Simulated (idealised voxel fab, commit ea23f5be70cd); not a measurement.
A process module follows: voxel transistor to metal.
Shown is cross-section cut, with a width of 285 nm and square cells of size 5 nm.
In this document a cross-section is written as a grid of square cells. It is given as a series of bands, listed from the top down, and a band is one or more rows of cells.
In this notation a band is specified by the heights of its top and bottom, in that order and in nm, after which its materials appear from left to right, each paired with its width in nm. The word "edge to edge" attached to a single material means that material fills the band from edge to edge; the word "blank" stands for empty space.
Zero point of the height axis is 0; under it, received wafer = one material. Lowest band: continues down indefinitely, "0 nm and below".
Think of "30..40" as a width that walks from the first number to the second as you go down the band, top row to bottom row, taking equal-sized steps from row to row.
Reading "identical to before" for a step: not a cell of the cross-section changed in it.
This entry, "Enclosed void entries", enumerates those empty regions of no fewer than 8 cells that possess no open connection to the top. Each region is reported in the form width x height at distance, the distance being taken from the left edge, with all three quantities expressed in nm.
Step line, after settings: the simulator's comment on this step.
The optional step-line setting "overlay nm" applies to steps with a mask and quantifies how far to the right of its planned location the mask lay, a negative value indicating leftward placement.
## Below is the list of planned process steps
1 op RECEIVE | material Si
2 op CONFORMAL_DEP | material SiO2 | thk nm 5
3 op CONFORMAL_DEP | material SiN | thk nm 15
4 op PATTERN | tone cover | mask id ACTIVE | material resist | width nm 110 | pitch nm 140 | thk nm 15 | overlay nm 0
5 op DIRECTIONAL_ETCH | etch materials SiN | depth nm 15
6 op DIRECTIONAL_ETCH | etch materials SiO2 | depth nm 5
7 op DIRECTIONAL_ETCH | etch materials Si | depth nm 25
8 op STRIP | etch materials resist
9 op FILL_DEP | material SiO2 | thk nm 15
10 op CMP | height nm 20
11 op SELECTIVE_ETCH | etch materials SiO2 | depth nm 10
12 op STRIP | etch materials SiN
13 op SELECTIVE_ETCH | etch materials SiO2 | depth nm 5
14 op OXIDIZE | depth nm 5
15 op DIRECTIONAL_DEP | material polySi | thk nm 20
16 op DIRECTIONAL_DEP | material SiCN | thk nm 15
17 op MASKED_ETCH | tone cover | mask id GATE | width nm 20 | pitch nm 140 | etch materials SiCN | depth nm 25 | overlay nm 0
18 op MASKED_ETCH | tone cover | mask id GATE | width nm 20 | pitch nm 140 | etch materials polySi | depth nm 30 | overlay nm 0
19 op CONFORMAL_DEP | material SiN | thk nm 10
20 op DIRECTIONAL_ETCH | etch materials SiN | depth nm 10
21 op DIRECTIONAL_ETCH | etch materials SiO2 | depth nm 5
22 op DIRECTIONAL_ETCH | etch materials Si | depth nm 5
23 op EPI | material nSi | thk nm 10
24 op FILL_DEP | material SiO2 | thk nm 5
25 op CMP | height nm 35
26 op DIRECTIONAL_DEP | material SiO2 | thk nm 15
27 op DIRECTIONAL_DEP | material aC | thk nm 15
28 op PATTERN | tone open | mask id CONTACT | material resist | width nm 20 | pitch nm 70 | thk nm 30 | overlay nm 0
29 op DIRECTIONAL_ETCH | etch materials aC | depth nm 15
30 op STRIP | etch materials resist
31 op DIRECTIONAL_ETCH | etch materials SiO2 | depth nm 50
32 op STRIP | etch materials aC
33 op CONFORMAL_DEP | material TiN | thk nm 5
34 op FILL_DEP | material Ru | thk nm 5
35 op CMP | height nm 50
36 op DIRECTIONAL_DEP | material TiN | thk nm 5
37 op DIRECTIONAL_DEP | material W | thk nm 25
38 op PATTERN | tone cover | mask id METAL_1 | material resist | width nm 20 | pitch nm 70 | thk nm 20 | overlay nm 0
39 op DIRECTIONAL_ETCH | etch materials W | depth nm 25
40 op DIRECTIONAL_ETCH | etch materials TiN | depth nm 5
41 op STRIP | etch materials resist
42 op CONFORMAL_DEP | material SiN | thk nm 5
43 op FILL_DEP | material lowk | thk nm 5
44 op CMP | height nm 80
45 op CONFORMAL_DEP | material SiCN | thk nm 5
## Incoming wafer in cross-section (state: after step 1)
    0 nm and below = Si edge to edge
    Enclosed void entries: none
## As-planned run: cross-section of the first of two wafers at end of module
    85 nm to 80 nm = SiCN edge to edge
    80 nm to 55 nm = 20 lowk / 5 SiN / 20 W / 5 SiN / 40 lowk / 5 SiN / 20 W / 5 SiN / 40 lowk / 5 SiN / 20 W / 5 SiN / 40 lowk / 5 SiN / 20 W / 5 SiN / 25 lowk
    55 nm to 50 nm = 25 SiN / 20 TiN / 50 SiN / 20 TiN / 50 SiN / 20 TiN / 50 SiN / 20 TiN / 30 SiN
    50 nm to 35 nm = 25 SiO2 / 5 TiN / 10 Ru / 5 TiN / 50 SiO2 / 5 TiN / 10 Ru / 5 TiN / 50 SiO2 / 5 TiN / 10 Ru / 5 TiN / 50 SiO2 / 5 TiN / 10 Ru / 5 TiN / 30 SiO2
    35 nm to 20 nm = 25 SiO2 / 5 TiN / 10 Ru / 5 TiN / 5 SiO2 / 10 SiN / 20 SiCN / 10 SiN / 5 SiO2 / 5 TiN / 10 Ru / 5 TiN / 50 SiO2 / 5 TiN / 10 Ru / 5 TiN / 5 SiO2 / 10 SiN / 20 SiCN / 10 SiN / 5 SiO2 / 5 TiN / 10 Ru / 5 TiN / 30 SiO2
    20 nm to 10 nm = 25 SiO2 / 5 TiN / 10 Ru / 5 TiN / 5 SiO2 / 10 SiN / 20 polySi / 10 SiN / 5 SiO2 / 5 TiN / 10 Ru / 5 TiN / 50 SiO2 / 5 TiN / 10 Ru / 5 TiN / 5 SiO2 / 10 SiN / 20 polySi / 10 SiN / 5 SiO2 / 5 TiN / 10 Ru / 5 TiN / 30 SiO2
    10 nm to 5 nm = 25 SiO2 / 20 TiN / 5 SiO2 / 10 SiN / 20 polySi / 10 SiN / 5 SiO2 / 20 TiN / 50 SiO2 / 20 TiN / 5 SiO2 / 10 SiN / 20 polySi / 10 SiN / 5 SiO2 / 20 TiN / 30 SiO2
    5 nm to 0 nm = 10 SiO2 / 10 SiN / 10 nSi / 10 TiN / 10 nSi / 10 SiN / 20 polySi / 10 SiN / 10 nSi / 10 TiN / 10 nSi / 10 SiN / 20 SiO2 / 10 SiN / 10 nSi / 10 TiN / 10 nSi / 10 SiN / 20 polySi / 10 SiN / 10 nSi / 10 TiN / 10 nSi / 10 SiN / 15 SiO2
    0 nm to -5 nm = 20 SiO2 / 30 nSi / 40 SiO2 / 30 nSi / 40 SiO2 / 30 nSi / 40 SiO2 / 30 nSi / 25 SiO2
    -5 nm to -10 nm = 15 SiO2 / 5 Si / 30 nSi / 40 Si / 30 nSi / 5 Si / 30 SiO2 / 5 Si / 30 nSi / 40 Si / 30 nSi / 5 Si / 20 SiO2
    -10 nm to -25 nm = 15 SiO2 / 110 Si / 30 SiO2 / 110 Si / 20 SiO2
    -25 nm and below = Si edge to edge
    Enclosed void entries: none
## What the second wafer looks like in cross-section once the module is done. Its start and its plan matched the first wafer's exactly; what differed was one mistake in how it was run
    85 nm to 80 nm = SiCN edge to edge
    80 nm to 55 nm = 20 lowk / 5 SiN / 20 W / 5 SiN / 40 lowk / 5 SiN / 20 W / 5 SiN / 40 lowk / 5 SiN / 20 W / 5 SiN / 40 lowk / 5 SiN / 20 W / 5 SiN / 25 lowk
    55 nm to 50 nm = 25 SiN / 20 TiN / 50 SiN / 20 TiN / 50 SiN / 20 TiN / 50 SiN / 20 TiN / 30 SiN
    50 nm to 35 nm = 25 SiO2 / 5 TiN / 10 Ru / 5 TiN / 50 SiO2 / 5 TiN / 10 Ru / 5 TiN / 50 SiO2 / 5 TiN / 10 Ru / 5 TiN / 50 SiO2 / 5 TiN / 10 Ru / 5 TiN / 30 SiO2
    35 nm to 20 nm = 25 SiO2 / 5 TiN / 10 Ru / 5 TiN / 5 SiO2 / 10 SiN / 20 SiCN / 10 SiN / 5 SiO2 / 5 TiN / 10 Ru / 5 TiN / 50 SiO2 / 5 TiN / 10 Ru / 5 TiN / 5 SiO2 / 10 SiN / 20 SiCN / 10 SiN / 5 SiO2 / 5 TiN / 10 Ru / 5 TiN / 30 SiO2
    20 nm to 15 nm = 25 SiO2 / 20 TiN / 5 SiO2 / 10 SiN / 20 polySi / 10 SiN / 5 SiO2 / 20 TiN / 50 SiO2 / 20 TiN / 5 SiO2 / 10 SiN / 20 polySi / 10 SiN / 5 SiO2 / 20 TiN / 30 SiO2
    15 nm to 5 nm = 50 SiO2 / 10 SiN / 20 polySi / 10 SiN / 100 SiO2 / 10 SiN / 20 polySi / 10 SiN / 55 SiO2
    5 nm to 0 nm = 10 SiO2 / 10 SiN / 10 nSi / 10 SiO2 / 10 nSi / 10 SiN / 20 polySi / 10 SiN / 10 nSi / 10 SiO2 / 10 nSi / 10 SiN / 20 SiO2 / 10 SiN / 10 nSi / 10 SiO2 / 10 nSi / 10 SiN / 20 polySi / 10 SiN / 10 nSi / 10 SiO2 / 10 nSi / 10 SiN / 15 SiO2
    0 nm to -5 nm = 20 SiO2 / 30 nSi / 40 SiO2 / 30 nSi / 40 SiO2 / 30 nSi / 40 SiO2 / 30 nSi / 25 SiO2
    -5 nm to -10 nm = 15 SiO2 / 5 Si / 30 nSi / 40 Si / 30 nSi / 5 Si / 30 SiO2 / 5 Si / 30 nSi / 40 Si / 30 nSi / 5 Si / 20 SiO2
    -10 nm to -25 nm = 15 SiO2 / 110 Si / 30 SiO2 / 110 Si / 20 SiO2
    -25 nm and below = Si edge to edge
    Enclosed void entries: none
Finding, execution versus plan: twice, step 26 of the plan was run
Counted in cells at the end, the second wafer holds more or fewer of these materials than the first: Ru: 16 fewer, SiO2: 40 more, TiN: 24 fewer
